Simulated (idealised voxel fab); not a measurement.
process module | voxel self aligned vias
cross-section cut | 250 nm wide | cells 5 nm
A cross-section is a grid of square cells, given in bands from the top down. A band is one or more rows of cells.
Each band's line starts with the height of the band's top and of its bottom, in nm. Then come its materials from left to right, each with its width in nm. One material with "throughout" fills the band from edge to edge. "air" is empty space.
Height 0 is the level under which the wafer as received is all one material. The lowest band goes on downwards, as in "0 down".
A width such as "30 to 40" changes by the same amount from each row of cells to the next, from the band's top row to its bottom row.
"no change" after a step means that no cell of the cross-section changed.
closed voids: empty space of 8 cells or more with no open way to the top, each as width x height at its distance from the left edge, in nm
after a step's settings: what the simulator itself notes on the step
overlay nm, on a step with a mask: how far to the right of its planned place the mask lay; to the left if negative
plan
1 op RECEIVE | material Si
2 op CONFORMAL_DEP | material SiO2 | thk nm 15
3 op CONFORMAL_DEP | material SiCN | thk nm 5
4 op DIRECTIONAL_DEP | material lowk | thk nm 25
5 op MASKED_ETCH | tone open | mask id LINES | width nm 25 | pitch nm 60 | etch materials lowk | depth nm 25 | overlay nm 0
6 op CONFORMAL_DEP | material TiN | thk nm 5
7 op FILL_DEP | material Ru | thk nm 5
8 op CMP | height nm 45
9 op SELECTIVE_ETCH | etch materials W Ru TiN | depth nm 10
10 op FILL_DEP | material SiN | thk nm 5
11 op CMP | height nm 45
12 op DIRECTIONAL_DEP | material lowk | thk nm 20
13 op PATTERN | tone open | mask id VIAS | material resist | width nm 45 | thk nm 20 | overlay nm 0
14 op DIRECTIONAL_ETCH | etch materials lowk | depth nm 20
15 op DIRECTIONAL_ETCH | etch materials SiN | depth nm 10
16 op STRIP | etch materials resist
17 op CONFORMAL_DEP | material TiN | thk nm 5
18 op FILL_DEP | material Ru | thk nm 5
19 op CMP | height nm 65
20 op CONFORMAL_DEP | material SiCN | thk nm 5
first wafer, as planned
as received, after step 1
  0 down: Si throughout
  closed voids: none
after step 2
  15 to 0: SiO2 throughout
  below 0: unchanged
after step 3
  20 to 15: SiCN throughout
  below 15: unchanged
after step 4
  45 to 20: lowk throughout
  below 20: unchanged
after step 5
  45 to 20: lowk 80 | air 25 | lowk 35 | air 25 | lowk 85
  below 20: unchanged
after step 6
  50 to 45: TiN 85 | air 15 | TiN 45 | air 15 | TiN 90
  45 to 25: lowk 80 | TiN 5 | air 15 | TiN 5 | lowk 35 | TiN 5 | air 15 | TiN 5 | lowk 85
  25 to 20: lowk 80 | TiN 25 | lowk 35 | TiN 25 | lowk 85
  below 20: unchanged
after step 7
  55 to 50: Ru throughout
  50 to 45: TiN 85 | Ru 15 | TiN 45 | Ru 15 | TiN 90
  45 to 25: lowk 80 | TiN 5 | Ru 15 | TiN 5 | lowk 35 | TiN 5 | Ru 15 | TiN 5 | lowk 85
  below 25: unchanged
after step 8
  45 to 25: lowk 80 | TiN 5 | Ru 15 | TiN 5 | lowk 35 | TiN 5 | Ru 15 | TiN 5 | lowk 85
  below 25: unchanged
after step 9
  45 to 35: lowk 80 | air 25 | lowk 35 | air 25 | lowk 85
  below 35: unchanged
after step 10
  50 to 45: SiN throughout
  45 to 35: lowk 80 | SiN 25 | lowk 35 | SiN 25 | lowk 85
  below 35: unchanged
after step 11
  45 to 35: lowk 80 | SiN 25 | lowk 35 | SiN 25 | lowk 85
  below 35: unchanged
after step 12
  65 to 45: lowk throughout
  below 45: unchanged
after step 13
  85 to 65: resist 70 | air 45 | resist 135
  below 65: unchanged
after step 14
  85 to 65: resist 70 | air 45 | resist 135
  65 to 45: lowk 70 | air 45 | lowk 135
  below 45: unchanged
after step 15
  85 to 65: resist 70 | air 45 | resist 135
  65 to 45: lowk 70 | air 45 | lowk 135
  45 to 35: lowk 80 | air 25 | lowk 35 | SiN 25 | lowk 85
  below 35: unchanged
after step 16
  65 to 45: lowk 70 | air 45 | lowk 135
  below 45: unchanged
after step 17
  70 to 65: TiN 75 | air 35 | TiN 140
  65 to 50: lowk 70 | TiN 5 | air 35 | TiN 5 | lowk 135
  50 to 45: lowk 70 | TiN 15 | air 15 | TiN 15 | lowk 135
  45 to 40: lowk 80 | TiN 5 | air 15 | TiN 5 | lowk 35 | SiN 25 | lowk 85
  40 to 35: lowk 80 | TiN 25 | lowk 35 | SiN 25 | lowk 85
  below 35: unchanged
after step 18
  75 to 70: Ru throughout
  70 to 65: TiN 75 | Ru 35 | TiN 140
  65 to 50: lowk 70 | TiN 5 | Ru 35 | TiN 5 | lowk 135
  50 to 45: lowk 70 | TiN 15 | Ru 15 | TiN 15 | lowk 135
  45 to 40: lowk 80 | TiN 5 | Ru 15 | TiN 5 | lowk 35 | SiN 25 | lowk 85
  below 40: unchanged
after step 19
  65 to 50: lowk 70 | TiN 5 | Ru 35 | TiN 5 | lowk 135
  below 50: unchanged
after step 20
  70 to 65: SiCN throughout
  below 65: unchanged
second wafer: like start, like plan, one mistake. Through step 2 it matches the first wafer
when step 3 should have ended
  40 to 15: lowk throughout
  below 15: unchanged
when step 4 should have ended
  45 to 40: SiCN throughout
  below 40: unchanged
when step 5 should have ended: no change
when step 6 should have ended
  50 to 45: TiN throughout
  below 45: unchanged
when step 7 should have ended
  55 to 50: Ru throughout
  below 50: unchanged
when step 8 should have ended
  45 to 40: SiCN throughout
  below 40: unchanged
when step 9 should have ended: no change
when step 10 should have ended
  50 to 45: SiN throughout
  below 45: unchanged
when step 11 should have ended
  45 to 40: SiCN throughout
  below 40: unchanged
when step 12 should have ended
  65 to 45: lowk throughout
  below 45: unchanged
when step 13 should have ended
  85 to 65: resist 70 | air 45 | resist 135
  below 65: unchanged
when step 14 should have ended
  85 to 65: resist 70 | air 45 | resist 135
  65 to 45: lowk 70 | air 45 | lowk 135
  below 45: unchanged
when step 15 should have ended: no change
when step 16 should have ended
  65 to 45: lowk 70 | air 45 | lowk 135
  below 45: unchanged
when step 17 should have ended
  70 to 65: TiN 75 | air 35 | TiN 140
  65 to 50: lowk 70 | TiN 5 | air 35 | TiN 5 | lowk 135
  50 to 45: lowk 70 | TiN 45 | lowk 135
  below 45: unchanged
when step 18 should have ended
  75 to 70: Ru throughout
  70 to 65: TiN 75 | Ru 35 | TiN 140
  65 to 50: lowk 70 | TiN 5 | Ru 35 | TiN 5 | lowk 135
  below 50: unchanged
when step 19 should have ended
  65 to 50: lowk 70 | TiN 5 | Ru 35 | TiN 5 | lowk 135
  below 50: unchanged
when step 20 should have ended
  70 to 65: SiCN throughout
  below 65: unchanged
what went wrong: steps 3 and 4 were swapped
at the end the second wafer has, in cells: 18 fewer of Ru | 10 fewer of SiN | 22 fewer of TiN | 50 more of lowk
